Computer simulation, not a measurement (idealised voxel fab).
process module | voxel released beams
cross-section cut | 250 nm wide | cells 5 nm
A cross-section is a grid of square cells, given in bands from the top down. A band is one or more rows of cells.
Each band's line starts with the height of the band's top and of its bottom, in nm. Then come its materials from left to right, each with its width in nm. One material with "throughout" fills the band from edge to edge. "air" is empty space.
Height 0 is the level under which the wafer as received is all one material. The lowest band goes on downwards, as in "0 down".
A width such as "30 to 40" changes by the same amount from each row of cells to the next, from the band's top row to its bottom row.
"no change" after a step means that no cell of the cross-section changed.
closed voids: empty space of 8 cells or more with no open way to the top, each as width x height at its distance from the left edge, in nm
after a step's settings: what the simulator itself notes on the step
overlay nm, on a step with a mask: how far to the right of its planned place the mask lay; to the left if negative
plan
1 op RECEIVE | material Si
2 op CONFORMAL_DEP | material Al2O3 | thk nm 5
3 op DIRECTIONAL_DEP | material SiO2 | thk nm 10
4 op PATTERN | tone open | mask id ANCHOR | material resist | width nm 30 | thk nm 15 | overlay nm 0
5 op DIRECTIONAL_ETCH | etch materials SiO2 | depth nm 10
6 op STRIP | etch materials resist
7 op CONFORMAL_DEP | material SiN | thk nm 10
8 op PATTERN | tone cover | mask id BEAM | material resist | width nm 100 | thk nm 15 | overlay nm 0
9 op DIRECTIONAL_ETCH | etch materials SiN | depth nm 10
10 op STRIP | etch materials resist
11 op STRIP | etch materials SiO2
as received, after step 1
  0 down: Si throughout
  closed voids: none
first wafer at the end, as planned
  25 to 15: air 70 | SiN 15 | air 10 | SiN 75 | air 80
  15 to 5: air 75 | SiN 30 | air 145
  5 to 0: Al2O3 throughout
  0 down: Si throughout
  closed voids: none
second wafer at the end: like start, like plan, one mistake
  20 to 10: air 70 | SiN 15 | air 10 | SiN 75 | air 80
  10 to 0: air 75 | SiN 30 | air 145
  0 down: Si throughout
  closed voids: none
what went wrong: step 2 was left out
at the end the second wafer has, in cells: 50 fewer of Al2O3
